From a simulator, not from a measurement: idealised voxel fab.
process module | voxel fin reveal
cross-section cut | 220 nm wide | cells 5 nm
A cross-section is a grid of square cells, given in bands from the top down. A band is one or more rows of cells.
Each band's line starts with the height of the band's top and of its bottom, in nm. Then come its materials from left to right, each with its width in nm. One material with "throughout" fills the band from edge to edge. "air" is empty space.
Height 0 is the level under which the wafer as received is all one material. The lowest band goes on downwards, as in "0 down".
A width such as "30 to 40" changes by the same amount from each row of cells to the next, from the band's top row to its bottom row.
"no change" after a step means that no cell of the cross-section changed.
closed voids: empty space of 8 cells or more with no open way to the top, each as width x height at its distance from the left edge, in nm
after a step's settings: what the simulator itself notes on the step
overlay nm, on a step with a mask: how far to the right of its planned place the mask lay; to the left if negative
plan
1 op RECEIVE | material Si
2 op CONFORMAL_DEP | material SiN | thk nm 10
3 op MASKED_ETCH | tone cover | mask id FINS | width nm 15 | pitch nm 40 | etch materials SiN | depth nm 10 | overlay nm 0
4 op MASKED_ETCH | tone cover | mask id FINS | width nm 15 | pitch nm 40 | etch materials Si | depth nm 40 | overlay nm 0
5 op OXIDIZE | depth nm 5
6 op FILL_DEP | material SiO2 | thk nm 5
7 op CMP | height nm 10
8 op SELECTIVE_ETCH | etch materials SiO2 | depth nm 40
9 op STRIP | etch materials SiN
first wafer, as planned
as received, after step 1
  0 down: Si throughout
  closed voids: none
after step 2
  10 to 0: SiN throughout
  below 0: unchanged
after step 3
  10 to 0: air 40 | SiN 15 | air 25 | SiN 15 | air 25 | SiN 15 | air 25 | SiN 15 | air 45
  below 0: unchanged
after step 4
  10 to 0: air 40 | SiN 15 | air 25 | SiN 15 | air 25 | SiN 15 | air 25 | SiN 15 | air 45
  0 to -40: air 40 | Si 15 | air 25 | Si 15 | air 25 | Si 15 | air 25 | Si 15 | air 45
  below -40: unchanged
after step 5
  10 to 0: air 40 | SiN 15 | air 25 | SiN 15 | air 25 | SiN 15 | air 25 | SiN 15 | air 45
  0 to -40: air 40 | SiO2 5 | Si 5 | SiO2 5 | air 25 | SiO2 5 | Si 5 | SiO2 5 | air 25 | SiO2 5 | Si 5 | SiO2 5 | air 25 | SiO2 5 | Si 5 | SiO2 5 | air 45
  -40 to -45: SiO2 45 | Si 5 | SiO2 35 | Si 5 | SiO2 35 | Si 5 | SiO2 35 | Si 5 | SiO2 50
  below -45: unchanged
after step 6
  15 to 10: SiO2 throughout
  10 to 0: SiO2 40 | SiN 15 | SiO2 25 | SiN 15 | SiO2 25 | SiN 15 | SiO2 25 | SiN 15 | SiO2 45
  0 to -45: SiO2 45 | Si 5 | SiO2 35 | Si 5 | SiO2 35 | Si 5 | SiO2 35 | Si 5 | SiO2 50
  below -45: unchanged
after step 7
  10 to 0: SiO2 40 | SiN 15 | SiO2 25 | SiN 15 | SiO2 25 | SiN 15 | SiO2 25 | SiN 15 | SiO2 45
  below 0: unchanged
after step 8
  10 to 0: air 40 | SiN 15 | air 25 | SiN 15 | air 25 | SiN 15 | air 25 | SiN 15 | air 45
  0 to -30: air 45 | Si 5 | air 35 | Si 5 | air 35 | Si 5 | air 35 | Si 5 | air 50
  below -30: unchanged
after step 9
  0 to -30: air 45 | Si 5 | air 35 | Si 5 | air 35 | Si 5 | air 35 | Si 5 | air 50
  below -30: unchanged
second wafer: like start, like plan, one mistake. Through step 2 it matches the first wafer
when step 3 should have ended
  10 to 0: air 40 | SiN 20 | air 20 | SiN 20 | air 20 | SiN 20 | air 20 | SiN 20 | air 40
  below 0: unchanged
when step 4 should have ended
  10 to 0: air 40 | SiN 20 | air 20 | SiN 20 | air 20 | SiN 20 | air 20 | SiN 20 | air 40
  0 to -40: air 40 | Si 20 | air 20 | Si 20 | air 20 | Si 20 | air 20 | Si 20 | air 40
  below -40: unchanged
when step 5 should have ended
  10 to 0: air 40 | SiN 20 | air 20 | SiN 20 | air 20 | SiN 20 | air 20 | SiN 20 | air 40
  0 to -40: air 40 | SiO2 5 | Si 10 | SiO2 5 | air 20 | SiO2 5 | Si 10 | SiO2 5 | air 20 | SiO2 5 | Si 10 | SiO2 5 | air 20 | SiO2 5 | Si 10 | SiO2 5 | air 40
  -40 to -45: SiO2 45 | Si 10 | SiO2 30 | Si 10 | SiO2 30 | Si 10 | SiO2 30 | Si 10 | SiO2 45
  below -45: unchanged
when step 6 should have ended
  15 to 10: SiO2 throughout
  10 to 0: SiO2 40 | SiN 20 | SiO2 20 | SiN 20 | SiO2 20 | SiN 20 | SiO2 20 | SiN 20 | SiO2 40
  0 to -45: SiO2 45 | Si 10 | SiO2 30 | Si 10 | SiO2 30 | Si 10 | SiO2 30 | Si 10 | SiO2 45
  below -45: unchanged
when step 7 should have ended
  10 to 0: SiO2 40 | SiN 20 | SiO2 20 | SiN 20 | SiO2 20 | SiN 20 | SiO2 20 | SiN 20 | SiO2 40
  below 0: unchanged
when step 8 should have ended
  10 to 0: air 40 | SiN 20 | air 20 | SiN 20 | air 20 | SiN 20 | air 20 | SiN 20 | air 40
  0 to -30: air 45 | Si 10 | air 30 | Si 10 | air 30 | Si 10 | air 30 | Si 10 | air 45
  below -30: unchanged
when step 9 should have ended
  0 to -30: air 45 | Si 10 | air 30 | Si 10 | air 30 | Si 10 | air 30 | Si 10 | air 45
  below -30: unchanged
what went wrong: step 3 ran as: op MASKED_ETCH | tone cover | mask id FINS | width nm 20 | pitch nm 40 | etch materials SiN | depth nm 10 | overlay nm 0
at the end the second wafer has, in cells: 36 more of Si | 12 fewer of SiO2
